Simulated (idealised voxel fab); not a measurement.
Process module under the name voxel self aligned vias
We display cut, a cross-section 175 nm in width whose square cells are each 5 nm.
Cross-section = grid of square cells, listed top down in bands; band = one or more rows. Heights first: top, then bottom, in nm. Then materials, left to right, each with a width in nm. "everywhere" on a single material: fills the band edge to edge. "air": empty space. Height is counted from the level 0, under which the received wafer is composed throughout of one material. The lowest of the bands is not closed at the bottom but continues downward, in the notation "0 nm and below". A two-number width, for instance "30..40", indicates that the width is equal to the first number in the top row of the band and to the second number in the bottom row, and that it changes by a constant amount per row of cells. Step marked "no change occurred"? Then no cell in the cross-section changed in it. Under "Enclosed void entries" you'll find the enclosed gaps, the ones with no way out to the top, that are 8 cells or bigger; each reads width x height at distance, with distance counted from the left edge, everything in nm. Whatever follows a step's settings on its line is a remark the simulator itself makes about that step. Regarding "overlay nm": on a step with a mask, it is the distance the mask lay to the right of its planned place; a negative value places it to the left.

plan:
1) RECEIVE | material Si
2) CONFORMAL_DEP | material SiO2 | thk nm 10
3) CONFORMAL_DEP | material SiCN | thk nm 5
4) DIRECTIONAL_DEP | material SiO2 | thk nm 25
5) PATTERN | tone open | mask id LINES | material resist | width nm 30 | pitch nm 65 | thk nm 20 | overlay nm 0
6) DIRECTIONAL_ETCH | etch materials SiO2 | depth nm 25
7) STRIP | etch materials resist
8) CONFORMAL_DEP | material TiN | thk nm 5
9) FILL_DEP | material W | thk nm 10
10) CMP | height nm 40
11) SELECTIVE_ETCH | etch materials W Ru TiN | depth nm 10
12) FILL_DEP | material SiN | thk nm 10
13) CMP | height nm 40
14) DIRECTIONAL_DEP | material SiO2 | thk nm 15
15) DIRECTIONAL_DEP | material aC | thk nm 10
16) PATTERN | tone open | mask id VIAS | material resist | width nm 50 | thk nm 25 | overlay nm 0
17) DIRECTIONAL_ETCH | etch materials aC | depth nm 10
18) STRIP | etch materials resist
19) DIRECTIONAL_ETCH | etch materials SiO2 | depth nm 15
20) DIRECTIONAL_ETCH | etch materials SiN | depth nm 10
21) STRIP | etch materials aC
22) CONFORMAL_DEP | material TiN | thk nm 5
23) FILL_DEP | material Ru | thk nm 10
24) CMP | height nm 55
25) CONFORMAL_DEP | material SiN | thk nm 5

First of the two wafers, run per plan:

Received-state cross-section, reflecting completion of step 1:
> 0 nm and below = Si everywhere
> Enclosed void entries: none

How the wafer stands in section after step 2:
> 10 nm to 0 nm = SiO2 everywhere
> Below 0, no change.

How the wafer stands in section after step 3:
> 15 nm to 10 nm = SiCN everywhere
> Below 10, no change.

How the wafer stands in section after step 4:
> 40 nm to 15 nm = SiO2 everywhere
> Below 15, no change.

How the wafer stands in section after step 5:
> 60 nm to 40 nm = 40 resist / 30 air / 35 resist / 30 air / 40 resist
> Below 40, no change.

How the wafer stands in section after step 6:
> 60 nm to 40 nm = 40 resist / 30 air / 35 resist / 30 air / 40 resist
> 40 nm to 15 nm = 40 SiO2 / 30 air / 35 SiO2 / 30 air / 40 SiO2
> Below 15, no change.

How the wafer stands in section after step 7:
> 40 nm to 15 nm = 40 SiO2 / 30 air / 35 SiO2 / 30 air / 40 SiO2
> Below 15, no change.

How the wafer stands in section after step 8:
> 45 nm to 40 nm = 45 TiN / 20 air / 45 TiN / 20 air / 45 TiN
> 40 nm to 20 nm = 40 SiO2 / 5 TiN / 20 air / 5 TiN / 35 SiO2 / 5 TiN / 20 air / 5 TiN / 40 SiO2
> 20 nm to 15 nm = 40 SiO2 / 30 TiN / 35 SiO2 / 30 TiN / 40 SiO2
> Below 15, no change.

How the wafer stands in section after step 9:
> 55 nm to 45 nm = W everywhere
> 45 nm to 40 nm = 45 TiN / 20 W / 45 TiN / 20 W / 45 TiN
> 40 nm to 20 nm = 40 SiO2 / 5 TiN / 20 W / 5 TiN / 35 SiO2 / 5 TiN / 20 W / 5 TiN / 40 SiO2
> Below 20, no change.

How the wafer stands in section after step 10:
> 40 nm to 20 nm = 40 SiO2 / 5 TiN / 20 W / 5 TiN / 35 SiO2 / 5 TiN / 20 W / 5 TiN / 40 SiO2
> Below 20, no change.

How the wafer stands in section after step 11:
> 40 nm to 30 nm = 40 SiO2 / 30 air / 35 SiO2 / 30 air / 40 SiO2
> Below 30, no change.

How the wafer stands in section after step 12:
> 50 nm to 40 nm = SiN everywhere
> 40 nm to 30 nm = 40 SiO2 / 30 SiN / 35 SiO2 / 30 SiN / 40 SiO2
> Below 30, no change.

How the wafer stands in section after step 13:
> 40 nm to 30 nm = 40 SiO2 / 30 SiN / 35 SiO2 / 30 SiN / 40 SiO2
> Below 30, no change.

How the wafer stands in section after step 14:
> 55 nm to 40 nm = SiO2 everywhere
> Below 40, no change.

How the wafer stands in section after step 15:
> 65 nm to 55 nm = aC everywhere
> Below 55, no change.

How the wafer stands in section after step 16:
> 90 nm to 65 nm = 30 resist / 50 air / 95 resist
> Below 65, no change.

How the wafer stands in section after step 17:
> 80 nm to 65 nm = 30 resist / 50 air / 95 resist
> 65 nm to 55 nm = 30 aC / 50 air / 95 aC
> Below 55, no change.

How the wafer stands in section after step 18:
> 65 nm to 55 nm = 30 aC / 50 air / 95 aC
> Below 55, no change.

How the wafer stands in section after step 19:
> 65 nm to 55 nm = 30 aC / 50 air / 95 aC
> 55 nm to 40 nm = 30 SiO2 / 50 air / 95 SiO2
> Below 40, no change.

How the wafer stands in section after step 20:
> 65 nm to 55 nm = 30 aC / 50 air / 95 aC
> 55 nm to 40 nm = 30 SiO2 / 50 air / 95 SiO2
> 40 nm to 30 nm = 40 SiO2 / 30 air / 35 SiO2 / 30 SiN / 40 SiO2
> Below 30, no change.

How the wafer stands in section after step 21:
> 55 nm to 40 nm = 30 SiO2 / 50 air / 95 SiO2
> Below 40, no change.

How the wafer stands in section after step 22:
> 60 nm to 55 nm = 35 TiN / 40 air / 100 TiN
> 55 nm to 45 nm = 30 SiO2 / 5 TiN / 40 air / 5 TiN / 95 SiO2
> 45 nm to 40 nm = 30 SiO2 / 15 TiN / 20 air / 15 TiN / 95 SiO2
> 40 nm to 35 nm = 40 SiO2 / 5 TiN / 20 air / 5 TiN / 35 SiO2 / 30 SiN / 40 SiO2
> 35 nm to 30 nm = 40 SiO2 / 30 TiN / 35 SiO2 / 30 SiN / 40 SiO2
> Below 30, no change.

How the wafer stands in section after step 23:
> 70 nm to 60 nm = Ru everywhere
> 60 nm to 55 nm = 35 TiN / 40 Ru / 100 TiN
> 55 nm to 45 nm = 30 SiO2 / 5 TiN / 40 Ru / 5 TiN / 95 SiO2
> 45 nm to 40 nm = 30 SiO2 / 15 TiN / 20 Ru / 15 TiN / 95 SiO2
> 40 nm to 35 nm = 40 SiO2 / 5 TiN / 20 Ru / 5 TiN / 35 SiO2 / 30 SiN / 40 SiO2
> Below 35, no change.

How the wafer stands in section after step 24:
> 55 nm to 45 nm = 30 SiO2 / 5 TiN / 40 Ru / 5 TiN / 95 SiO2
> Below 45, no change.

How the wafer stands in section after step 25:
> 60 nm to 55 nm = SiN everywhere
> Below 55, no change.

The Second Wafer: Common Origin and Plan, One Mistake in Execution, Identical to the First Through Step 2:

Second wafer cross-section, taken as of the time the plan sets for step 3 to be done:
> 35 nm to 0 nm = SiO2 everywhere
> Below 0, no change.

Second wafer cross-section, taken as of the time the plan sets for step 4 to be done:
> 40 nm to 35 nm = SiCN everywhere
> Below 35, no change.

Second wafer cross-section, taken as of the time the plan sets for step 5 to be done:
> 60 nm to 40 nm = 40 resist / 30 air / 35 resist / 30 air / 40 resist
> Below 40, no change.

Second wafer cross-section, taken as of the time the plan sets for step 6 to be done: no change occurred

Second wafer cross-section, taken as of the time the plan sets for step 7 to be done:
> 40 nm to 35 nm = SiCN everywhere
> Below 35, no change.

Second wafer cross-section, taken as of the time the plan sets for step 8 to be done:
> 45 nm to 40 nm = TiN everywhere
> Below 40, no change.

Second wafer cross-section, taken as of the time the plan sets for step 9 to be done:
> 55 nm to 45 nm = W everywhere
> Below 45, no change.

Second wafer cross-section, taken as of the time the plan sets for step 10 to be done:
> 40 nm to 35 nm = SiCN everywhere
> Below 35, no change.

Second wafer cross-section, taken as of the time the plan sets for step 11 to be done: no change occurred

Second wafer cross-section, taken as of the time the plan sets for step 12 to be done:
> 50 nm to 40 nm = SiN everywhere
> Below 40, no change.

Second wafer cross-section, taken as of the time the plan sets for step 13 to be done:
> 40 nm to 35 nm = SiCN everywhere
> Below 35, no change.

Second wafer cross-section, taken as of the time the plan sets for step 14 to be done:
> 55 nm to 40 nm = SiO2 everywhere
> Below 40, no change.

Second wafer cross-section, taken as of the time the plan sets for step 15 to be done:
> 65 nm to 55 nm = aC everywhere
> Below 55, no change.

Second wafer cross-section, taken as of the time the plan sets for step 16 to be done:
> 90 nm to 65 nm = 30 resist / 50 air / 95 resist
> Below 65, no change.

Second wafer cross-section, taken as of the time the plan sets for step 17 to be done:
> 80 nm to 65 nm = 30 resist / 50 air / 95 resist
> 65 nm to 55 nm = 30 aC / 50 air / 95 aC
> Below 55, no change.

Second wafer cross-section, taken as of the time the plan sets for step 18 to be done:
> 65 nm to 55 nm = 30 aC / 50 air / 95 aC
> Below 55, no change.

Second wafer cross-section, taken as of the time the plan sets for step 19 to be done:
> 65 nm to 55 nm = 30 aC / 50 air / 95 aC
> 55 nm to 40 nm = 30 SiO2 / 50 air / 95 SiO2
> Below 40, no change.

Second wafer cross-section, taken as of the time the plan sets for step 20 to be done: no change occurred

Second wafer cross-section, taken as of the time the plan sets for step 21 to be done:
> 55 nm to 40 nm = 30 SiO2 / 50 air / 95 SiO2
> Below 40, no change.

Second wafer cross-section, taken as of the time the plan sets for step 22 to be done:
> 60 nm to 55 nm = 35 TiN / 40 air / 100 TiN
> 55 nm to 45 nm = 30 SiO2 / 5 TiN / 40 air / 5 TiN / 95 SiO2
> 45 nm to 40 nm = 30 SiO2 / 50 TiN / 95 SiO2
> Below 40, no change.

Second wafer cross-section, taken as of the time the plan sets for step 23 to be done:
> 70 nm to 60 nm = Ru everywhere
> 60 nm to 55 nm = 35 TiN / 40 Ru / 100 TiN
> 55 nm to 45 nm = 30 SiO2 / 5 TiN / 40 Ru / 5 TiN / 95 SiO2
> Below 45, no change.

Second wafer cross-section, taken as of the time the plan sets for step 24 to be done:
> 55 nm to 45 nm = 30 SiO2 / 5 TiN / 40 Ru / 5 TiN / 95 SiO2
> Below 45, no change.

Second wafer cross-section, taken as of the time the plan sets for step 25 to be done:
> 60 nm to 55 nm = SiN everywhere
> Below 55, no change.
Deviation noted in wafer processing: swap of plan steps 3 and 4 during execution
Final tally in cells, some materials are higher or lower on the second wafer than on the first: Ru: 8 fewer; SiN: 12 fewer; SiO2: 60 more; TiN: 24 fewer; W: 16 fewer
